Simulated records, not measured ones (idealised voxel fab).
Process module heading - voxel transistor to metal
The cross-section shown here is cut; it is 190 nm wide and divided into square cells measuring 5 nm on a side.
Format of a cross-section: grid, square cells. Given as bands. Order: top down. Band: one or more rows of cells.
It is stipulated that each band's entry specify, in nanometres, the height of the top of the band and then that of its bottom, followed by the materials of the band in left-to-right sequence, each together with its width in nanometres. A single material marked by the word "all across" is understood to fill the band from edge to edge; the word "empty" is understood to denote empty space.
All heights in this document are referenced to 0, defined as the level beneath which the wafer, as received, consists entirely of one material. The lowest band is not bounded below; it extends indefinitely downward and is written in the form "from 0 down".
Top row gets the first number, bottom row gets the second, and each row in between changes by the same step: that is how a band width like "30 to 40" works.
"no modification" (step): cross-section cells unchanged, all of them.
"Fully sealed voids" enumerates empty spaces isolated from the top, with no open way to it, that contain at least 8 cells, giving each as width x height at distance from the left edge, all three in nm.
Where a step's line continues beyond its settings, the continuation is a remark by the simulator itself on that step.
"overlay nm", when on a step's line for a step with a mask, measures how far to the right of its planned place the mask lay; a negative measure means to the left.
[So here's the lineup of process steps we planned]
1) RECEIVE: material Si
2) OXIDIZE: depth nm 5
3) CONFORMAL_DEP: material SiN, thk nm 15
4) PATTERN: tone cover, mask id ACTIVE, material resist, width nm 115, thk nm 20, overlay nm 0
5) DIRECTIONAL_ETCH: etch materials SiN, depth nm 15
6) DIRECTIONAL_ETCH: etch materials SiO2, depth nm 5
7) DIRECTIONAL_ETCH: etch materials Si, depth nm 30
8) STRIP: etch materials resist
9) FILL_DEP: material SiO2, thk nm 10
10) CMP: height nm 15
11) SELECTIVE_ETCH: etch materials SiO2, depth nm 15
12) STRIP: etch materials SiN
13) SELECTIVE_ETCH: etch materials SiO2, depth nm 5
14) OXIDIZE: depth nm 5
15) DIRECTIONAL_DEP: material polySi, thk nm 25
16) DIRECTIONAL_DEP: material SiCN, thk nm 10
17) MASKED_ETCH: tone cover, mask id GATE, width nm 25, etch materials SiCN, depth nm 20, overlay nm 0
18) MASKED_ETCH: tone cover, mask id GATE, width nm 25, etch materials polySi, depth nm 35, overlay nm 0
19) CONFORMAL_DEP: material SiO2, thk nm 5
20) DIRECTIONAL_ETCH: etch materials SiO2, depth nm 5
21) CONFORMAL_DEP: material SiN, thk nm 10
22) DIRECTIONAL_ETCH: etch materials SiN, depth nm 10
23) DIRECTIONAL_ETCH: etch materials SiO2, depth nm 5
24) EPI: material pSi, thk nm 5
25) FILL_DEP: material SiO2, thk nm 10
26) CMP: height nm 20
27) STRIP: etch materials polySi
28) SELECTIVE_ETCH: etch materials SiO2, depth nm 5
29) CONFORMAL_DEP: material HfO2, thk nm 5
30) CONFORMAL_DEP: material TiN, thk nm 5
31) FILL_DEP: material W, thk nm 10
32) CMP: height nm 15
33) DIRECTIONAL_DEP: material SiO2, thk nm 15
34) PATTERN: tone open, mask id CONTACT, material resist, width nm 15, pitch nm 80, thk nm 15, overlay nm 0
35) DIRECTIONAL_ETCH: etch materials SiO2, depth nm 35
36) STRIP: etch materials resist
37) CONFORMAL_DEP: material TiN, thk nm 5
38) FILL_DEP: material Ru, thk nm 10
39) CMP: height nm 30
40) DIRECTIONAL_DEP: material TiN, thk nm 5
41) DIRECTIONAL_DEP: material W, thk nm 15
42) MASKED_ETCH: tone cover, mask id METAL_1, width nm 15, pitch nm 80, etch materials W, depth nm 15, overlay nm 0
43) MASKED_ETCH: tone cover, mask id METAL_1, width nm 15, pitch nm 80, etch materials TiN, depth nm 5, overlay nm 0
44) CONFORMAL_DEP: material SiCN, thk nm 5
45) FILL_DEP: material lowk, thk nm 5
46) CMP: height nm 50
47) CONFORMAL_DEP: material SiCN, thk nm 5
48) DIRECTIONAL_DEP: material SiO2, thk nm 30
49) DIRECTIONAL_DEP: material aC, thk nm 15
50) PATTERN: tone open, mask id METAL_2, material resist, width nm 15, pitch nm 80, thk nm 30, overlay nm 0
51) DIRECTIONAL_ETCH: etch materials aC, depth nm 15
52) STRIP: etch materials resist
53) DIRECTIONAL_ETCH: etch materials SiO2, depth nm 15
54) STRIP: etch materials aC
55) PATTERN: tone open, mask id METAL_2_HOLES, material resist, width nm 15, pitch nm 80, thk nm 15, overlay nm 0
56) DIRECTIONAL_ETCH: etch materials SiO2, depth nm 15
57) DIRECTIONAL_ETCH: etch materials SiCN, depth nm 5
58) STRIP: etch materials resist
59) CONFORMAL_DEP: material TiN, thk nm 5
60) FILL_DEP: material Cu, thk nm 5
61) CMP: height nm 85
62) CONFORMAL_DEP: material SiN, thk nm 5
[Delivered wafer in cross-section: state after step 1]
* from 0 down = Si all across
* Fully sealed voids: none
[Wafer cross-section at end of module: start and plan as shown above, one execution error]
* from 90 to 85 = SiN all across
* from 85 to 55 = 45 SiO2; 5 TiN; 5 Cu; 5 TiN; 65 SiO2; 5 TiN; 5 Cu; 5 TiN; 50 SiO2
* from 55 to 50 = 45 SiCN; 15 TiN; 65 SiCN; 15 TiN; 50 SiCN
* from 50 to 35 = 40 lowk; 5 SiCN; 15 W; 5 SiCN; 55 lowk; 5 SiCN; 15 W; 5 SiCN; 45 lowk
* from 35 to 30 = 45 SiCN; 15 TiN; 65 SiCN; 15 TiN; 50 SiCN
* from 30 to 15 = 45 SiO2; 5 TiN; 5 Ru; 5 TiN; 65 SiO2; 5 TiN; 5 Ru; 5 TiN; 50 SiO2
* from 15 to 0 = 45 SiO2; 5 TiN; 5 Ru; 5 TiN; 5 SiO2; 10 SiN; 5 HfO2; 5 SiCN; 15 W; 5 SiCN; 5 HfO2; 10 SiN; 5 SiO2; 5 TiN; 5 Ru; 5 TiN; 50 SiO2
* from 0 to -5 = 45 SiO2; 15 TiN; 5 SiO2; 10 SiN; 5 HfO2; 25 SiCN; 5 HfO2; 10 SiN; 5 SiO2; 15 TiN; 50 SiO2
* from -5 to -10 = 30 SiO2; 35 pSi; 10 SiO2; 35 HfO2; 10 SiO2; 35 pSi; 35 SiO2
* from -10 to -35 = 35 SiO2; 115 Si; 40 SiO2
* from -35 down = Si all across
* Fully sealed voids: none
Plan not followed: step 30 was not run as planned; what actually ran was CONFORMAL_DEP: material SiCN, thk nm 5
